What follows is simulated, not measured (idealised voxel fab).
The following process module bears the name voxel double patterning.
FYI the section here is cut, 240 nm wide, cells are 5 nm squares.
Notation: cross-section as square-cell grid; stated in bands, top first, going down; one or more cell rows per band. What a band's entry tells you: where the top is and where the bottom is, as heights in nm, and after that what lies inside, material by material from left to right, each with its width in nm. Empty space is written as the word "empty", and a single material marked with the word "all across" occupies the band from edge to edge. Heads up on the height convention: 0 is the point under which the incoming wafer is all one material, and the lowest band has no bottom, it just keeps going down, like "0..down". With a width like "30 to 40", each row of cells in the band differs from the next by the same amount, the top row carrying the first number and the bottom row the second. A step reported as "identical to before" is a step in which no cell of the cross-section changed. Listed in "Fully closed voids": every empty space of 8 or more cells without an open way to the top. Form: width x height at distance, the distance being from the left edge, all in nm. Whatever follows a step's settings on its line is a remark the simulator itself makes about that step. For masked steps, "overlay nm" on the step line gives how far right of plan the mask actually lay; a minus sign means it lay to the left.

[The following list gives the planned process steps]
1: RECEIVE,material Si
2: CONFORMAL_DEP,material SiO2,thk nm 5
3: DIRECTIONAL_DEP,material TiN,thk nm 20
4: DIRECTIONAL_DEP,material SiN,thk nm 10
5: PATTERN,tone open,mask id FIRST,material resist,width nm 15,pitch nm 50,thk nm 15,overlay nm 0
6: DIRECTIONAL_ETCH,etch materials SiN,depth nm 10
7: STRIP,etch materials resist
8: PATTERN,tone open,mask id SECOND,material resist,width nm 15,thk nm 15,overlay nm 0
9: DIRECTIONAL_ETCH,etch materials SiN,depth nm 10
10: STRIP,etch materials resist
11: DIRECTIONAL_ETCH,etch materials TiN,depth nm 20
12: STRIP,etch materials SiN

[Received-state cross-section, reflecting completion of step 1]
0..down | Si all across
Fully closed voids: none

[The first of two wafers, cross-sectioned at the end of the module, with the run proceeding as planned]
25..5 | 85 TiN, 15 empty, 10 TiN, 15 empty, 10 TiN, 15 empty, 90 TiN
5..0 | SiO2 all across
0..down | Si all across
Fully closed voids: none

[Wafer two, sectioned after the module: the first wafer's start, the first wafer's plan, and one mistake in how it was run]
25..5 | 85 TiN, 15 empty, 10 TiN, 20 empty, 5 TiN, 15 empty, 90 TiN
5..0 | SiO2 all across
0..down | Si all across
Fully closed voids: none
Here's what went sideways: rather than as planned, step 8 actually ran as PATTERN,tone open,mask id SECOND,material resist,width nm 20,thk nm 15,overlay nm 0
In the final state, the cell counts of the second wafer exceed or fall short of those of the first for the following materials: TiN: 4 fewer
